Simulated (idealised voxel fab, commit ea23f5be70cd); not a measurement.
Process module under the name voxel wiring stack
The cross-section on display is named cut; it measures 260 nm wide, and its cells are 5 nm squares.
This document writes a cross-section as a grid whose cells are square, and gives it as bands, listed from the top down; one or more rows of cells form a band. Per band: top height and bottom height in nm, followed by the left-to-right materials and their widths in nm; "full width" marks a single material spanning edge to edge, "empty" marks empty space. Heights are measured from 0, the level below which the as-received wafer is all one material; the lowest band has no bottom and continues downward, written as in "0 and below". Width: "30..40" (first number = top row, second number = bottom row, same change from row to row of cells). Take "no change" at face value: in the step it is given for, the cross-section changed in none of its cells. Closed-off voids of 8+ cells (no open route to the top) go in "Closed empty spaces", written width x height at distance from the left edge, in nm. What comes after the settings on a step's line is commentary from the simulator itself on that step. The line of a step may include "overlay nm". On a step with a mask, this value is how far to the right of its planned place the mask lay. A negative value means the mask lay to the left.
[Steps in the process plan]
1: RECEIVE | material Si
2: CONFORMAL_DEP | material SiO2 | thk nm 15
3: DIRECTIONAL_DEP | material TiN | thk nm 5
4: DIRECTIONAL_DEP | material Ru | thk nm 15
5: PATTERN | tone cover | mask id METAL_1 | material resist | width nm 20 | pitch nm 45 | thk nm 20 | overlay nm 0
6: DIRECTIONAL_ETCH | etch materials Ru | depth nm 15
7: DIRECTIONAL_ETCH | etch materials TiN | depth nm 5
8: STRIP | etch materials resist
9: CONFORMAL_DEP | material SiN | thk nm 5
10: FILL_DEP | material SiO2 | thk nm 10
11: CMP | height nm 35
12: CONFORMAL_DEP | material SiCN | thk nm 5
13: DIRECTIONAL_DEP | material SiO2 | thk nm 30
14: MASKED_ETCH | tone open | mask id METAL_2_HOLES | width nm 15 | pitch nm 45 | etch materials SiO2 | depth nm 30 | overlay nm 0
15: MASKED_ETCH | tone open | mask id METAL_2 | width nm 20 | pitch nm 45 | etch materials SiO2 | depth nm 15 | overlay nm 0
16: MASKED_ETCH | tone open | mask id METAL_2 | width nm 20 | pitch nm 45 | etch materials SiCN | depth nm 5 | overlay nm 0
17: CONFORMAL_DEP | material TiN | thk nm 5
18: FILL_DEP | material Ru | thk nm 10
19: CMP | height nm 70
20: CONFORMAL_DEP | material SiCN | thk nm 5
[Received-state cross-section, reflecting completion of step 1]
	0 and below = Si full width
	Closed empty spaces: none
[Result of the module, cross-sectioned: start per above, plan per above, one error in how it was run]
	75 down to 70 = SiCN full width
	70 down to 60 = SiO2 50 nm  TiN 5 nm  Ru 10 nm  TiN 5 nm  SiO2 25 nm  TiN 5 nm  Ru 10 nm  TiN 5 nm  SiO2 25 nm  TiN 5 nm  Ru 10 nm  TiN 5 nm  SiO2 25 nm  TiN 5 nm  Ru 10 nm  TiN 5 nm  SiO2 55 nm
	60 down to 55 = SiO2 50 nm  TiN 5 nm  Ru 5 nm  TiN 10 nm  SiO2 25 nm  TiN 5 nm  Ru 5 nm  TiN 10 nm  SiO2 25 nm  TiN 5 nm  Ru 5 nm  TiN 10 nm  SiO2 25 nm  TiN 5 nm  Ru 5 nm  TiN 10 nm  SiO2 55 nm
	55 down to 40 = SiO2 50 nm  TiN 5 nm  Ru 5 nm  TiN 5 nm  SiO2 30 nm  TiN 5 nm  Ru 5 nm  TiN 5 nm  SiO2 30 nm  TiN 5 nm  Ru 5 nm  TiN 5 nm  SiO2 30 nm  TiN 5 nm  Ru 5 nm  TiN 5 nm  SiO2 60 nm
	40 down to 35 = SiCN 50 nm  TiN 15 nm  SiCN 30 nm  TiN 15 nm  SiCN 30 nm  TiN 15 nm  SiCN 30 nm  TiN 15 nm  SiCN 60 nm
	35 down to 30 = SiN 50 nm  TiN 20 nm  SiN 25 nm  TiN 20 nm  SiN 25 nm  TiN 20 nm  SiN 25 nm  TiN 20 nm  SiN 55 nm
	30 down to 15 = Ru full width
	15 down to 0 = SiO2 full width
	0 and below = Si full width
	Closed empty spaces: none
In executing the process, a mistake was made relative to the plan: swap of plan steps 3 and 4 during execution
